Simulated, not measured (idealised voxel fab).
The following process module bears the name voxel double patterning.
160 nm wide, 5 nm square cells: that's cross-section cut.
Heads up, the way a cross-section reads in here is a grid of square cells, handed over as bands from the top down, with every band being one or more rows of cells. Within each band entry, the heights of the top and of the bottom of the band appear first, in that order and in nm; the materials of the band then follow from left to right, each with its corresponding width in nm. The designation "all across" on a single material indicates that it fills the band from edge to edge; the designation "empty" indicates empty space. Heights from 0 (as-received wafer is one material below). Bottom band endless downward, as "from 0 down". Top row gets the first number, bottom row gets the second, and each row in between changes by the same step: that is how a band width like "30->40" works. It should be understood that the words "changes: none", when stated for a given step, signify that the cross-section underwent no change in any of its cells during that step. In "Sealed-off cavities" the enclosed voids are listed, meaning empty spaces of 8 cells or larger without any opening to the top. The form is width x height at distance, distance from the left edge, units nm. If you see something after the settings on a step's line, that's the simulator's own remark about that step. "overlay nm" denotes, for a step that has a mask, the displacement of the mask to the right of its planned place, with negative values corresponding to the left.
Here's what the planned process steps look like:
- 1: op RECEIVE | material Si
- 2: op CONFORMAL_DEP | material SiO2 | thk nm 10
- 3: op DIRECTIONAL_DEP | material polySi | thk nm 15
- 4: op DIRECTIONAL_DEP | material SiCN | thk nm 10
- 5: op MASKED_ETCH | tone open | mask id FIRST | width nm 15 | pitch nm 50 | etch materials SiCN | depth nm 10 | overlay nm 0
- 6: op DIRECTIONAL_DEP | material aC | thk nm 10
- 7: op PATTERN | tone open | mask id SECOND | material resist | width nm 15 | pitch nm 50 | thk nm 25 | overlay nm 0
- 8: op DIRECTIONAL_ETCH | etch materials aC | depth nm 10
- 9: op STRIP | etch materials resist
- 10: op DIRECTIONAL_ETCH | etch materials SiCN | depth nm 10
- 11: op STRIP | etch materials aC
- 12: op DIRECTIONAL_ETCH | etch materials polySi | depth nm 15
- 13: op STRIP | etch materials SiCN
Received-state cross-section, reflecting completion of step 1:
	from 0 down = Si all across
	Sealed-off cavities: none
first wafer at the end, as planned:
	from 25 to 10 = polySi 20  empty 15  polySi 10  empty 15  polySi 10  empty 15  polySi 10  empty 15  polySi 10  empty 15  polySi 25
	from 10 to 0 = SiO2 all across
	from 0 down = Si all across
	Sealed-off cavities: none
Wafer two, end of module, cross-section. Same start, same plan as wafer one. One mistake in the run:
	from 25 to 10 = polySi 20  empty 15  polySi 10  empty 20  polySi 5  empty 15  polySi 10  empty 20  polySi 5  empty 15  polySi 25
	from 10 to 0 = SiO2 all across
	from 0 down = Si all across
	Sealed-off cavities: none
It is concluded that the wafer was processed incorrectly with respect to the plan, in that step 7 was not run as planned; what actually ran was op PATTERN | tone open | mask id SECOND | material resist | width nm 20 | pitch nm 50 | thk nm 25 | overlay nm 0
Heads up, by the end the second wafer has more or fewer cells of some materials compared to the first: polySi -6
